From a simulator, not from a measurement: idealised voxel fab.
voxel gate over fins: a process module
Square cell edge 5 nm, section width 205 nm, ID cut.
Square cells in a grid make up a cross-section in this document, and the grid is given as bands, listed from the top down, each one or more rows of cells.
Within each band entry, the heights of the top and of the bottom of the band appear first, in that order and in nm; the materials of the band then follow from left to right, each with its corresponding width in nm. The designation "everywhere" on a single material indicates that it fills the band from edge to edge; the designation "air" indicates empty space.
All heights in this document are referenced to 0, defined as the level beneath which the wafer, as received, consists entirely of one material. The lowest band is not bounded below; it extends indefinitely downward and is written in the form "0 nm and below".
Note: "30..40" means the width goes from the first number (top row of the band) to the second number (bottom row) in equal steps per row of cells.
Where a step carries "nothing altered", the cross-section came out of it unchanged, cell for cell.
"Voids lacking openings": empty spaces of 8 cells or more with no open way to the top, each given as width x height at distance, distance from the left edge, all in nm.
Whatever follows a step's settings on its line is a remark the simulator itself makes about that step.
You can add "overlay nm" to a step's line. For a step with a mask, it describes how far the mask lay to the right of its planned position, and a negative number describes a lay to the left.
# The following list gives the planned process steps
1) op RECEIVE | material Si
2) op CONFORMAL_DEP | material SiN | thk nm 5
3) op MASKED_ETCH | tone cover | mask id FINS | width nm 15 | pitch nm 40 | etch materials SiN | depth nm 5 | overlay nm 0
4) op MASKED_ETCH | tone cover | mask id FINS | width nm 15 | pitch nm 40 | etch materials Si | depth nm 40 | overlay nm 0
5) op OXIDIZE | depth nm 5
6) op FILL_DEP | material SiO2 | thk nm 5
7) op CMP | height nm 5
8) op SELECTIVE_ETCH | etch materials SiO2 | depth nm 15
9) op STRIP | etch materials SiN
10) op CONFORMAL_DEP | material HfO2 | thk nm 5
11) op CONFORMAL_DEP | material TiN | thk nm 5
12) op FILL_DEP | material W | thk nm 15
13) op CMP | height nm 20
14) op CONFORMAL_DEP | material SiCN | thk nm 10
# Shown in cross-section is the wafer as received, that is, as it stands after step 1
> 0 nm and below = Si everywhere
> Voids lacking openings: none
# End state of the module in cross-section, given the above starting point and plan and one mistake in execution
> 30 nm to 20 nm = SiCN everywhere
> 20 nm to 10 nm = W everywhere
> 10 nm to 5 nm = 80 nm TiN, then 5 nm W, then 35 nm TiN, then 5 nm W, then 80 nm TiN
> 5 nm to 0 nm = 75 nm HfO2, then 15 nm TiN, then 25 nm HfO2, then 15 nm TiN, then 75 nm HfO2
> 0 nm to -5 nm = 70 nm Si, then 25 nm HfO2, then 15 nm Si, then 25 nm HfO2, then 70 nm Si
> -5 nm and below = Si everywhere
> Voids lacking openings: none
Heads up, the wafer didn't run the way we planned it: step 3 changed vs plan, executed as op MASKED_ETCH | tone open | mask id FINS | width nm 15 | pitch nm 40 | etch materials SiN | depth nm 5 | overlay nm 0
